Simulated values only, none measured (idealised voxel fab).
Process module heading - voxel quadruple lines
Section shown: cut. Width: 290 nm. Cell size: 5 nm, square.
Cross-section = grid of square cells, listed top down in bands; band = one or more rows.
Heads up on the band format: heights come first, top then bottom, in nm. After that it's the materials left to right, each with its width in nm. A single material flagged "edge to edge" fills the whole band edge to edge, and "blank" means there's empty space there.
The level at which height equals 0 is the one under which the wafer, as it arrives, is entirely one material. No lower edge exists for the bottom band, which continues downward and is notated as in "top 0, no bottom".
Read "30->40" as a graded width: first number on top, second number at the bottom, same change between each pair of neighbouring rows.
Reading "remained unchanged" for a step: not a cell of the cross-section changed in it.
The label "Closed-off voids" introduces a list of the empty spaces, 8 cells or larger, that have no open way up to the top; each entry in it reads width x height at distance, where the distance is taken from the left edge and all three are stated in nm.
Post-settings text on a step line: simulator's own remark regarding the step.
overlay nm: mask right of planned place by this much (step with mask). Neg. = left.

# Planned step list for the process
step 1: op RECEIVE | material Si
step 2: op CONFORMAL_DEP | material Al2O3 | thk nm 10
step 3: op DIRECTIONAL_DEP | material Ru | thk nm 15
step 4: op DIRECTIONAL_DEP | material polySi | thk nm 20
step 5: op DIRECTIONAL_DEP | material aC | thk nm 20
step 6: op PATTERN | tone cover | mask id MANDREL | material resist | width nm 25 | thk nm 30 | overlay nm 0
step 7: op DIRECTIONAL_ETCH | etch materials aC | depth nm 20
step 8: op STRIP | etch materials resist
step 9: op CONFORMAL_DEP | material SiO2 | thk nm 15
step 10: op DIRECTIONAL_ETCH | etch materials SiO2 | depth nm 15
step 11: op STRIP | etch materials aC
step 12: op DIRECTIONAL_ETCH | etch materials polySi | depth nm 20
step 13: op STRIP | etch materials SiO2
step 14: op CONFORMAL_DEP | material SiN | thk nm 5
step 15: op DIRECTIONAL_ETCH | etch materials SiN | depth nm 5
step 16: op STRIP | etch materials polySi
step 17: op DIRECTIONAL_ETCH | etch materials Ru | depth nm 15
step 18: op STRIP | etch materials SiN
step 19: op FILL_DEP | material lowk | thk nm 5
step 20: op CMP | height nm 25

# Incoming wafer in cross-section (state: after step 1)
  top 0, no bottom: Si edge to edge
  Closed-off voids: none

# First of two wafers at the end of the module, shown in cross-section; run carried out as planned
  top 25, bottom 10: lowk: 110 / Ru: 5 / lowk: 15 / Ru: 5 / lowk: 15 / Ru: 5 / lowk: 15 / Ru: 5 / lowk: 115
  top 10, bottom 0: Al2O3 edge to edge
  top 0, no bottom: Si edge to edge
  Closed-off voids: none

# Second wafer through the module, sectioned at the end: same beginning and same plan as the first wafer, with one mistake in carrying it out
  top 25, bottom 10: lowk edge to edge
  top 10, bottom 0: Al2O3 edge to edge
  top 0, no bottom: Si edge to edge
  Closed-off voids: none
what went wrong: for step 3, the planned setting was not used; the step was instead run as op DIRECTIONAL_DEP | material lowk | thk nm 15
Wafer comparison, final, in cells, second relative to first, materials more or fewer: 12 fewer of Ru | 12 more of lowk
